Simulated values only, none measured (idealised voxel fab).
Proc. module: voxel wiring stack
Section shown: cut. Width: 155 nm. Cell size: 5 nm, square.
Cross-sections here: square-cell grids, written as top-down lists of bands, a band being one or more rows of cells. Top height, bottom height, nm. Materials left to right, width each, nm. Single material + "everywhere" = fills band edge to edge. "blank" = empty. Beneath 0, the wafer as received is one material, and that level is where height counting begins. The lowest band goes on downward without a bottom; it is written like "0 -> down". Quick explanation for "30->40": the width changes in equal steps down the rows of cells, from the first number in the band's top row to the second number in its bottom row. "remains unaltered", as given for a step, is the statement that not any cell of the cross-section underwent a change during that step. What "Enclosed void listing" gives you is every empty space of 8 cells or more that is cut off from the top. Each appears as width x height at distance, with the distance taken from the left edge and width, height and distance all in nm. Past the settings on a step's line: simulator remark, on that step. overlay nm: mask offset rightward from planned place, masked step; negative means leftward offset.

-- The planned process steps are enumerated hereunder
1: RECEIVE [material Si]
2: CONFORMAL_DEP [material SiO2] [thk nm 15]
3: DIRECTIONAL_DEP [material TiN] [thk nm 5]
4: DIRECTIONAL_DEP [material W] [thk nm 15]
5: MASKED_ETCH [tone cover] [mask id METAL_1] [width nm 20] [pitch nm 45] [etch materials W] [depth nm 15] [overlay nm 0]
6: MASKED_ETCH [tone cover] [mask id METAL_1] [width nm 20] [pitch nm 45] [etch materials TiN] [depth nm 5] [overlay nm 0]
7: CONFORMAL_DEP [material SiN] [thk nm 5]
8: FILL_DEP [material lowk] [thk nm 5]
9: CMP [height nm 35]
10: CONFORMAL_DEP [material SiCN] [thk nm 5]
11: DIRECTIONAL_DEP [material lowk] [thk nm 15]
12: PATTERN [tone open] [mask id PLUG_1] [material resist] [width nm 15] [pitch nm 90] [thk nm 15] [overlay nm 0]
13: DIRECTIONAL_ETCH [etch materials lowk] [depth nm 15]
14: DIRECTIONAL_ETCH [etch materials SiCN] [depth nm 5]
15: STRIP [etch materials resist]
16: CONFORMAL_DEP [material TiN] [thk nm 5]
17: FILL_DEP [material W] [thk nm 10]
18: CMP [height nm 55]
19: CONFORMAL_DEP [material SiN] [thk nm 5]
20: DIRECTIONAL_DEP [material SiO2] [thk nm 25]
21: DIRECTIONAL_DEP [material aC] [thk nm 15]
22: PATTERN [tone open] [mask id METAL_2] [material resist] [width nm 20] [pitch nm 45] [thk nm 30] [overlay nm 0]
23: DIRECTIONAL_ETCH [etch materials aC] [depth nm 15]
24: STRIP [etch materials resist]
25: DIRECTIONAL_ETCH [etch materials SiO2] [depth nm 25]
26: DIRECTIONAL_ETCH [etch materials SiN] [depth nm 5]
27: STRIP [etch materials aC]
28: CONFORMAL_DEP [material TiN] [thk nm 5]
29: FILL_DEP [material W] [thk nm 10]
30: CMP [height nm 85]
31: CONFORMAL_DEP [material SiCN] [thk nm 5]
32: DIRECTIONAL_DEP [material SiO2] [thk nm 20]
33: DIRECTIONAL_DEP [material aC] [thk nm 10]
34: PATTERN [tone open] [mask id PLUG_2] [material resist] [width nm 15] [pitch nm 90] [thk nm 30] [overlay nm 0]
35: DIRECTIONAL_ETCH [etch materials aC] [depth nm 10]
36: STRIP [etch materials resist]
37: DIRECTIONAL_ETCH [etch materials SiO2] [depth nm 20]
38: DIRECTIONAL_ETCH [etch materials SiCN] [depth nm 5]
39: STRIP [etch materials aC]
40: EPI [material Ru] [thk nm 10]
41: EPI [material Ru] [thk nm 10]
42: EPI [material Ru] [thk nm 5]
43: CONFORMAL_DEP [material SiN] [thk nm 5]
44: DIRECTIONAL_DEP [material lowk] [thk nm 25]
45: MASKED_ETCH [tone open] [mask id METAL_3] [width nm 20] [pitch nm 45] [etch materials lowk] [depth nm 25] [overlay nm 0]
46: MASKED_ETCH [tone open] [mask id METAL_3] [width nm 20] [pitch nm 45] [etch materials SiN] [depth nm 5] [overlay nm 0]
47: CONFORMAL_DEP [material TiN] [thk nm 5]
48: FILL_DEP [material Cu] [thk nm 10]
49: CMP [height nm 140]
50: CONFORMAL_DEP [material SiCN] [thk nm 5]
51: DIRECTIONAL_DEP [material lowk] [thk nm 10]
52: DIRECTIONAL_DEP [material aC] [thk nm 10]
53: PATTERN [tone open] [mask id PLUG_3] [material resist] [width nm 15] [pitch nm 45] [thk nm 25] [overlay nm 0]
54: DIRECTIONAL_ETCH [etch materials aC] [depth nm 10]
55: STRIP [etch materials resist]
56: DIRECTIONAL_ETCH [etch materials lowk] [depth nm 10]
57: DIRECTIONAL_ETCH [etch materials SiCN] [depth nm 5]
58: STRIP [etch materials aC]
59: CONFORMAL_DEP [material TiN] [thk nm 5]
60: FILL_DEP [material W] [thk nm 5]
61: CMP [height nm 155]
62: DIRECTIONAL_DEP [material TiN] [thk nm 5]
63: DIRECTIONAL_DEP [material W] [thk nm 15]
64: PATTERN [tone cover] [mask id METAL_4] [material resist] [width nm 20] [pitch nm 45] [thk nm 20] [overlay nm 0]
65: DIRECTIONAL_ETCH [etch materials W] [depth nm 15]
66: DIRECTIONAL_ETCH [etch materials TiN] [depth nm 5]
67: STRIP [etch materials resist]
68: CONFORMAL_DEP [material SiCN] [thk nm 5]
69: FILL_DEP [material lowk] [thk nm 5]
70: CMP [height nm 175]
71: CONFORMAL_DEP [material SiCN] [thk nm 5]

-- Cross-sectional view of the wafer in its as-received condition, corresponding to the state after step 1
> 0 -> down | Si everywhere
> Enclosed void listing: none

-- Cross-sectional image of the first of two wafers at the end of the module, the run having proceeded as planned
> 180 -> 175 | SiCN everywhere
> 175 -> 160 | lowk 15, then SiCN 5, then W 20, then SiCN 5, then lowk 15, then SiCN 5, then W 20, then SiCN 5, then lowk 15, then SiCN 5, then W 20, then SiCN 5, then lowk 20
> 160 -> 155 | SiCN 20, then TiN 20, then SiCN 25, then TiN 20, then SiCN 25, then TiN 20, then SiCN 25
> 155 -> 145 | lowk 20, then TiN 5, then W 5, then TiN 5, then lowk 30, then TiN 5, then W 5, then TiN 5, then lowk 30, then TiN 5, then W 5, then TiN 5, then lowk 30
> 145 -> 140 | SiCN 20, then TiN 15, then SiCN 30, then TiN 15, then SiCN 30, then TiN 15, then SiCN 30
> 140 -> 115 | lowk 20, then TiN 5, then Cu 10, then TiN 5, then lowk 25, then TiN 5, then Cu 10, then TiN 5, then lowk 25, then TiN 5, then Cu 10, then TiN 5, then lowk 25
> 115 -> 110 | SiN 20, then TiN 20, then SiN 25, then TiN 20, then SiN 25, then TiN 20, then SiN 25
> 110 -> 90 | SiO2 20, then Ru 15, then SiO2 75, then Ru 15, then SiO2 30
> 90 -> 85 | SiCN 20, then Ru 15, then SiCN 75, then Ru 15, then SiCN 30
> 85 -> 60 | SiO2 20, then TiN 5, then W 10, then TiN 5, then SiO2 25, then TiN 5, then W 10, then TiN 5, then SiO2 25, then TiN 5, then W 10, then TiN 5, then SiO2 25
> 60 -> 55 | SiN 20, then TiN 20, then SiN 25, then TiN 20, then SiN 25, then TiN 20, then SiN 25
> 55 -> 40 | lowk 20, then TiN 5, then W 5, then TiN 5, then lowk 75, then TiN 5, then W 5, then TiN 5, then lowk 30
> 40 -> 35 | SiCN 20, then TiN 15, then SiCN 75, then TiN 15, then SiCN 30
> 35 -> 20 | lowk 15, then SiN 5, then W 20, then SiN 5, then lowk 15, then SiN 5, then W 20, then SiN 5, then lowk 15, then SiN 5, then W 20, then SiN 5, then lowk 20
> 20 -> 15 | SiN 20, then TiN 20, then SiN 25, then TiN 20, then SiN 25, then TiN 20, then SiN 25
> 15 -> 0 | SiO2 everywhere
> 0 -> down | Si everywhere
> Enclosed void listing: none

-- Second of two wafers, module complete, sectioned: it shares the first wafer's start and plan but was run with one mistake
> 180 -> 175 | SiCN everywhere
> 175 -> 160 | lowk 15, then SiCN 5, then W 20, then SiCN 5, then lowk 15, then SiCN 5, then W 20, then SiCN 5, then lowk 15, then SiCN 5, then W 20, then SiCN 5, then lowk 20
> 160 -> 155 | SiCN 20, then TiN 20, then SiCN 25, then TiN 20, then SiCN 25, then TiN 20, then SiCN 25
> 155 -> 145 | lowk 20, then TiN 5, then W 5, then TiN 5, then lowk 30, then TiN 5, then W 5, then TiN 5, then lowk 30, then TiN 5, then W 5, then TiN 5, then lowk 30
> 145 -> 140 | SiCN 20, then TiN 15, then SiCN 30, then TiN 15, then SiCN 30, then TiN 15, then SiCN 30
> 140 -> 115 | lowk 20, then TiN 5, then Cu 10, then TiN 5, then lowk 25, then TiN 5, then Cu 10, then TiN 5, then lowk 25, then TiN 5, then Cu 10, then TiN 5, then lowk 25
> 115 -> 110 | SiN 20, then TiN 20, then SiN 25, then TiN 20, then SiN 25, then TiN 20, then SiN 25
> 110 -> 90 | SiO2 20, then Ru 15, then SiO2 75, then Ru 15, then SiO2 30
> 90 -> 85 | SiCN 20, then Ru 15, then SiCN 75, then Ru 15, then SiCN 30
> 85 -> 60 | SiO2 20, then TiN 5, then W 10, then TiN 5, then SiO2 25, then TiN 5, then W 10, then TiN 5, then SiO2 25, then TiN 5, then W 10, then TiN 5, then SiO2 25
> 60 -> 55 | SiN 20, then TiN 20, then SiN 25, then TiN 20, then SiN 25, then TiN 20, then SiN 25
> 55 -> 40 | lowk 20, then TiN 5, then W 5, then TiN 5, then lowk 75, then TiN 5, then W 5, then TiN 5, then lowk 30
> 40 -> 35 | SiCN 20, then TiN 15, then SiCN 75, then TiN 15, then SiCN 30
> 35 -> 20 | lowk 15, then SiN 5, then W 20, then SiN 5, then lowk 15, then SiN 5, then W 20, then SiN 5, then lowk 15, then SiN 5, then W 20, then SiN 5, then lowk 20
> 20 -> 15 | SiN 20, then TiN 20, then SiN 25, then TiN 20, then SiN 25, then TiN 20, then SiN 25
> 15 -> 0 | TiN everywhere
> 0 -> down | Si everywhere
> Enclosed void listing: none
Here's what went sideways: rather than as planned, step 2 actually ran as CONFORMAL_DEP [material TiN] [thk nm 15]
The final cell counts differ between the wafers, with the second having more or fewer of some materials than the first: SiO2 -93; TiN +93
